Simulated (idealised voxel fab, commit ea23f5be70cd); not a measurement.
Process module, titled voxel capacitor over wiring
Square cells of 5 nm make up the cross-section cut, whose width is 285 nm.
In this document a cross-section is written as a grid of square cells. It is given as a series of bands, listed from the top down, and a band is one or more rows of cells. Within each band entry, the heights of the top and of the bottom of the band appear first, in that order and in nm; the materials of the band then follow from left to right, each with its corresponding width in nm. The designation "all across" on a single material indicates that it fills the band from edge to edge; the designation "empty" indicates empty space. Heights are measured from 0, the level below which the as-received wafer is all one material; the lowest band has no bottom and continues downward, written as in "top 0, no bottom". Width: "30..40" (first number = top row, second number = bottom row, same change from row to row of cells). "same as before" after a step means that no cell of the cross-section changed. Basically, "Voids, enclosed" tells you about the enclosed voids: empty spaces with no open way to the top, 8 cells or bigger, each written width x height at distance, where distance is from the left edge, all in nm. What comes after the settings on a step's line is commentary from the simulator itself on that step. A step line may carry the setting "overlay nm", which, for steps involving a mask, states the distance by which the mask lay to the right of its intended position; negative values denote displacement to the left.

The steps planned for the process are as follows
1) RECEIVE: material Si
2) CONFORMAL_DEP: material SiO2, thk nm 15
3) DIRECTIONAL_DEP: material TiN, thk nm 5
4) DIRECTIONAL_DEP: material W, thk nm 25
5) MASKED_ETCH: tone cover, mask id METAL_1, width nm 20, pitch nm 85, etch materials W, depth nm 25, overlay nm 0
6) MASKED_ETCH: tone cover, mask id METAL_1, width nm 20, pitch nm 85, etch materials TiN, depth nm 5, overlay nm 0
7) CONFORMAL_DEP: material SiCN, thk nm 5
8) FILL_DEP: material SiO2, thk nm 5
9) CMP: height nm 45
10) CONFORMAL_DEP: material SiCN, thk nm 5
11) DIRECTIONAL_DEP: material SiO2, thk nm 15
12) PATTERN: tone open, mask id PLUG_1, material resist, width nm 15, thk nm 20, overlay nm 0
13) DIRECTIONAL_ETCH: etch materials SiO2, depth nm 15
14) DIRECTIONAL_ETCH: etch materials SiCN, depth nm 5
15) STRIP: etch materials resist
16) EPI: material Ru, thk nm 10
17) EPI: material Ru, thk nm 10
18) DIRECTIONAL_DEP: material TiN, thk nm 5
19) DIRECTIONAL_DEP: material SiN, thk nm 5
20) DIRECTIONAL_DEP: material TiN, thk nm 5
21) MASKED_ETCH: tone cover, mask id UPPER_PLATE, width nm 70, etch materials TiN, depth nm 5, overlay nm 0
22) MASKED_ETCH: tone cover, mask id UPPER_PLATE, width nm 70, etch materials SiN, depth nm 5, overlay nm 0
23) MASKED_ETCH: tone cover, mask id LOWER_PLATE, width nm 80, etch materials TiN, depth nm 5, overlay nm 0
24) FILL_DEP: material SiO2, thk nm 20
25) CMP: height nm 95
26) PATTERN: tone open, mask id PLUG_2, material resist, width nm 15, thk nm 15, overlay nm 0
27) DIRECTIONAL_ETCH: etch materials SiO2, depth nm 15
28) STRIP: etch materials resist
29) CONFORMAL_DEP: material TiN, thk nm 5
30) FILL_DEP: material Cu, thk nm 5
31) CMP: height nm 95
32) CONFORMAL_DEP: material SiN, thk nm 5

The first of the two wafers, which ran as planned

Step 1 complete: cross-section of the wafer as received
    top 0, no bottom: Si all across
    Voids, enclosed: none

How the wafer stands in section after step 2
    top 15, bottom 0: SiO2 all across
    Rest of section, below 0: as before.

How the wafer stands in section after step 3
    top 20, bottom 15: TiN all across
    Rest of section, below 15: as before.

How the wafer stands in section after step 4
    top 45, bottom 20: W all across
    Rest of section, below 20: as before.

How the wafer stands in section after step 5
    top 45, bottom 20: 90 empty | 20 W | 65 empty | 20 W | 90 empty
    Rest of section, below 20: as before.

How the wafer stands in section after step 6
    top 45, bottom 20: 90 empty | 20 W | 65 empty | 20 W | 90 empty
    top 20, bottom 15: 90 empty | 20 TiN | 65 empty | 20 TiN | 90 empty
    Rest of section, below 15: as before.

How the wafer stands in section after step 7
    top 50, bottom 45: 85 empty | 30 SiCN | 55 empty | 30 SiCN | 85 empty
    top 45, bottom 20: 85 empty | 5 SiCN | 20 W | 5 SiCN | 55 empty | 5 SiCN | 20 W | 5 SiCN | 85 empty
    top 20, bottom 15: 90 SiCN | 20 TiN | 65 SiCN | 20 TiN | 90 SiCN
    Rest of section, below 15: as before.

How the wafer stands in section after step 8
    top 55, bottom 50: SiO2 all across
    top 50, bottom 45: 85 SiO2 | 30 SiCN | 55 SiO2 | 30 SiCN | 85 SiO2
    top 45, bottom 20: 85 SiO2 | 5 SiCN | 20 W | 5 SiCN | 55 SiO2 | 5 SiCN | 20 W | 5 SiCN | 85 SiO2
    Rest of section, below 20: as before.

How the wafer stands in section after step 9
    top 45, bottom 20: 85 SiO2 | 5 SiCN | 20 W | 5 SiCN | 55 SiO2 | 5 SiCN | 20 W | 5 SiCN | 85 SiO2
    Rest of section, below 20: as before.

How the wafer stands in section after step 10
    top 50, bottom 45: SiCN all across
    Rest of section, below 45: as before.

How the wafer stands in section after step 11
    top 65, bottom 50: SiO2 all across
    Rest of section, below 50: as before.

How the wafer stands in section after step 12
    top 85, bottom 65: 95 resist | 15 empty | 175 resist
    Rest of section, below 65: as before.

How the wafer stands in section after step 13
    top 85, bottom 65: 95 resist | 15 empty | 175 resist
    top 65, bottom 50: 95 SiO2 | 15 empty | 175 SiO2
    Rest of section, below 50: as before.

How the wafer stands in section after step 14
    top 85, bottom 65: 95 resist | 15 empty | 175 resist
    top 65, bottom 50: 95 SiO2 | 15 empty | 175 SiO2
    top 50, bottom 45: 95 SiCN | 15 empty | 175 SiCN
    Rest of section, below 45: as before.

How the wafer stands in section after step 15
    top 65, bottom 50: 95 SiO2 | 15 empty | 175 SiO2
    Rest of section, below 50: as before.

How the wafer stands in section after step 16
    top 65, bottom 55: 95 SiO2 | 15 empty | 175 SiO2
    top 55, bottom 50: 95 SiO2 | 15 Ru | 175 SiO2
    top 50, bottom 45: 95 SiCN | 15 Ru | 175 SiCN
    Rest of section, below 45: as before.

How the wafer stands in section after step 17
    top 65, bottom 50: 95 SiO2 | 15 Ru | 175 SiO2
    Rest of section, below 50: as before.

How the wafer stands in section after step 18
    top 70, bottom 65: TiN all across
    Rest of section, below 65: as before.

How the wafer stands in section after step 19
    top 75, bottom 70: SiN all across
    Rest of section, below 70: as before.

How the wafer stands in section after step 20
    top 80, bottom 75: TiN all across
    Rest of section, below 75: as before.

How the wafer stands in section after step 21
    top 80, bottom 75: 95 empty | 70 TiN | 120 empty
    Rest of section, below 75: as before.

How the wafer stands in section after step 22
    top 80, bottom 75: 95 empty | 70 TiN | 120 empty
    top 75, bottom 70: 95 empty | 70 SiN | 120 empty
    Rest of section, below 70: as before.

How the wafer stands in section after step 23
    top 80, bottom 75: 95 empty | 70 TiN | 120 empty
    top 75, bottom 70: 95 empty | 70 SiN | 120 empty
    top 70, bottom 65: 90 empty | 80 TiN | 115 empty
    Rest of section, below 65: as before.

How the wafer stands in section after step 24
    top 100, bottom 80: SiO2 all across
    top 80, bottom 75: 95 SiO2 | 70 TiN | 120 SiO2
    top 75, bottom 70: 95 SiO2 | 70 SiN | 120 SiO2
    top 70, bottom 65: 90 SiO2 | 80 TiN | 115 SiO2
    Rest of section, below 65: as before.

How the wafer stands in section after step 25
    top 95, bottom 80: SiO2 all across
    Rest of section, below 80: as before.

How the wafer stands in section after step 26
    top 110, bottom 95: 105 resist | 15 empty | 165 resist
    Rest of section, below 95: as before.

How the wafer stands in section after step 27
    top 110, bottom 95: 105 resist | 15 empty | 165 resist
    top 95, bottom 80: 105 SiO2 | 15 empty | 165 SiO2
    Rest of section, below 80: as before.

How the wafer stands in section after step 28
    top 95, bottom 80: 105 SiO2 | 15 empty | 165 SiO2
    Rest of section, below 80: as before.

How the wafer stands in section after step 29
    top 100, bottom 95: 110 TiN | 5 empty | 170 TiN
    top 95, bottom 85: 105 SiO2 | 5 TiN | 5 empty | 5 TiN | 165 SiO2
    top 85, bottom 75: 105..95 SiO2 | 15..70 TiN | 165..120 SiO2
    Rest of section, below 75: as before.

How the wafer stands in section after step 30
    top 105, bottom 100: Cu all across
    top 100, bottom 95: 110 TiN | 5 Cu | 170 TiN
    top 95, bottom 85: 105 SiO2 | 5 TiN | 5 Cu | 5 TiN | 165 SiO2
    Rest of section, below 85: as before.

How the wafer stands in section after step 31
    top 95, bottom 85: 105 SiO2 | 5 TiN | 5 Cu | 5 TiN | 165 SiO2
    Rest of section, below 85: as before.

How the wafer stands in section after step 32
    top 100, bottom 95: SiN all across
    Rest of section, below 95: as before.

Here the second wafer is described. Its start and its plan were those of the first wafer. Its run contained one mistake. Up to and including step 1, it did exactly what the first wafer did

The second wafer cut through, at the time step 2 was supposed to be finished
    top 5, bottom 0: TiN all across
    Rest of section, below 0: as before.

The second wafer cut through, at the time step 3 was supposed to be finished
    top 20, bottom 5: SiO2 all across
    Rest of section, below 5: as before.

The second wafer cut through, at the time step 4 was supposed to be finished
    top 45, bottom 20: W all across
    Rest of section, below 20: as before.

The second wafer cut through, at the time step 5 was supposed to be finished
    top 45, bottom 20: 90 empty | 20 W | 65 empty | 20 W | 90 empty
    Rest of section, below 20: as before.

The second wafer cut through, at the time step 6 was supposed to be finished: same as before

The second wafer cut through, at the time step 7 was supposed to be finished
    top 50, bottom 45: 85 empty | 30 SiCN | 55 empty | 30 SiCN | 85 empty
    top 45, bottom 25: 85 empty | 5 SiCN | 20 W | 5 SiCN | 55 empty | 5 SiCN | 20 W | 5 SiCN | 85 empty
    top 25, bottom 20: 90 SiCN | 20 W | 65 SiCN | 20 W | 90 SiCN
    Rest of section, below 20: as before.

The second wafer cut through, at the time step 8 was supposed to be finished
    top 55, bottom 50: SiO2 all across
    top 50, bottom 45: 85 SiO2 | 30 SiCN | 55 SiO2 | 30 SiCN | 85 SiO2
    top 45, bottom 25: 85 SiO2 | 5 SiCN | 20 W | 5 SiCN | 55 SiO2 | 5 SiCN | 20 W | 5 SiCN | 85 SiO2
    Rest of section, below 25: as before.

The second wafer cut through, at the time step 9 was supposed to be finished
    top 45, bottom 25: 85 SiO2 | 5 SiCN | 20 W | 5 SiCN | 55 SiO2 | 5 SiCN | 20 W | 5 SiCN | 85 SiO2
    Rest of section, below 25: as before.

The second wafer cut through, at the time step 10 was supposed to be finished
    top 50, bottom 45: SiCN all across
    Rest of section, below 45: as before.

The second wafer cut through, at the time step 11 was supposed to be finished
    top 65, bottom 50: SiO2 all across
    Rest of section, below 50: as before.

The second wafer cut through, at the time step 12 was supposed to be finished
    top 85, bottom 65: 95 resist | 15 empty | 175 resist
    Rest of section, below 65: as before.

The second wafer cut through, at the time step 13 was supposed to be finished
    top 85, bottom 65: 95 resist | 15 empty | 175 resist
    top 65, bottom 50: 95 SiO2 | 15 empty | 175 SiO2
    Rest of section, below 50: as before.

The second wafer cut through, at the time step 14 was supposed to be finished
    top 85, bottom 65: 95 resist | 15 empty | 175 resist
    top 65, bottom 50: 95 SiO2 | 15 empty | 175 SiO2
    top 50, bottom 45: 95 SiCN | 15 empty | 175 SiCN
    Rest of section, below 45: as before.

The second wafer cut through, at the time step 15 was supposed to be finished
    top 65, bottom 50: 95 SiO2 | 15 empty | 175 SiO2
    Rest of section, below 50: as before.

The second wafer cut through, at the time step 16 was supposed to be finished
    top 65, bottom 55: 95 SiO2 | 15 empty | 175 SiO2
    top 55, bottom 50: 95 SiO2 | 15 Ru | 175 SiO2
    top 50, bottom 45: 95 SiCN | 15 Ru | 175 SiCN
    Rest of section, below 45: as before.

The second wafer cut through, at the time step 17 was supposed to be finished
    top 65, bottom 50: 95 SiO2 | 15 Ru | 175 SiO2
    Rest of section, below 50: as before.

The second wafer cut through, at the time step 18 was supposed to be finished
    top 70, bottom 65: TiN all across
    Rest of section, below 65: as before.

The second wafer cut through, at the time step 19 was supposed to be finished
    top 75, bottom 70: SiN all across
    Rest of section, below 70: as before.

The second wafer cut through, at the time step 20 was supposed to be finished
    top 80, bottom 75: TiN all across
    Rest of section, below 75: as before.

The second wafer cut through, at the time step 21 was supposed to be finished
    top 80, bottom 75: 95 empty | 70 TiN | 120 empty
    Rest of section, below 75: as before.

The second wafer cut through, at the time step 22 was supposed to be finished
    top 80, bottom 75: 95 empty | 70 TiN | 120 empty
    top 75, bottom 70: 95 empty | 70 SiN | 120 empty
    Rest of section, below 70: as before.

The second wafer cut through, at the time step 23 was supposed to be finished
    top 80, bottom 75: 95 empty | 70 TiN | 120 empty
    top 75, bottom 70: 95 empty | 70 SiN | 120 empty
    top 70, bottom 65: 90 empty | 80 TiN | 115 empty
    Rest of section, below 65: as before.

The second wafer cut through, at the time step 24 was supposed to be finished
    top 100, bottom 80: SiO2 all across
    top 80, bottom 75: 95 SiO2 | 70 TiN | 120 SiO2
    top 75, bottom 70: 95 SiO2 | 70 SiN | 120 SiO2
    top 70, bottom 65: 90 SiO2 | 80 TiN | 115 SiO2
    Rest of section, below 65: as before.

The second wafer cut through, at the time step 25 was supposed to be finished
    top 95, bottom 80: SiO2 all across
    Rest of section, below 80: as before.

The second wafer cut through, at the time step 26 was supposed to be finished
    top 110, bottom 95: 105 resist | 15 empty | 165 resist
    Rest of section, below 95: as before.

The second wafer cut through, at the time step 27 was supposed to be finished
    top 110, bottom 95: 105 resist | 15 empty | 165 resist
    top 95, bottom 80: 105 SiO2 | 15 empty | 165 SiO2
    Rest of section, below 80: as before.

The second wafer cut through, at the time step 28 was supposed to be finished
    top 95, bottom 80: 105 SiO2 | 15 empty | 165 SiO2
    Rest of section, below 80: as before.

The second wafer cut through, at the time step 29 was supposed to be finished
    top 100, bottom 95: 110 TiN | 5 empty | 170 TiN
    top 95, bottom 85: 105 SiO2 | 5 TiN | 5 empty | 5 TiN | 165 SiO2
    top 85, bottom 75: 105..95 SiO2 | 15..70 TiN | 165..120 SiO2
    Rest of section, below 75: as before.

The second wafer cut through, at the time step 30 was supposed to be finished
    top 105, bottom 100: Cu all across
    top 100, bottom 95: 110 TiN | 5 Cu | 170 TiN
    top 95, bottom 85: 105 SiO2 | 5 TiN | 5 Cu | 5 TiN | 165 SiO2
    Rest of section, below 85: as before.

The second wafer cut through, at the time step 31 was supposed to be finished
    top 95, bottom 85: 105 SiO2 | 5 TiN | 5 Cu | 5 TiN | 165 SiO2
    Rest of section, below 85: as before.

The second wafer cut through, at the time step 32 was supposed to be finished
    top 100, bottom 95: SiN all across
    Rest of section, below 95: as before.
What went wrong in running the wafer? the executed order of steps 2 and 3 is the reverse of that specified in the plan, each step having taken the other's position
Bottom line after processing is that, in cells, the second wafer is up or down on some materials versus the first: SiCN -4 | SiO2 -45 | TiN +49
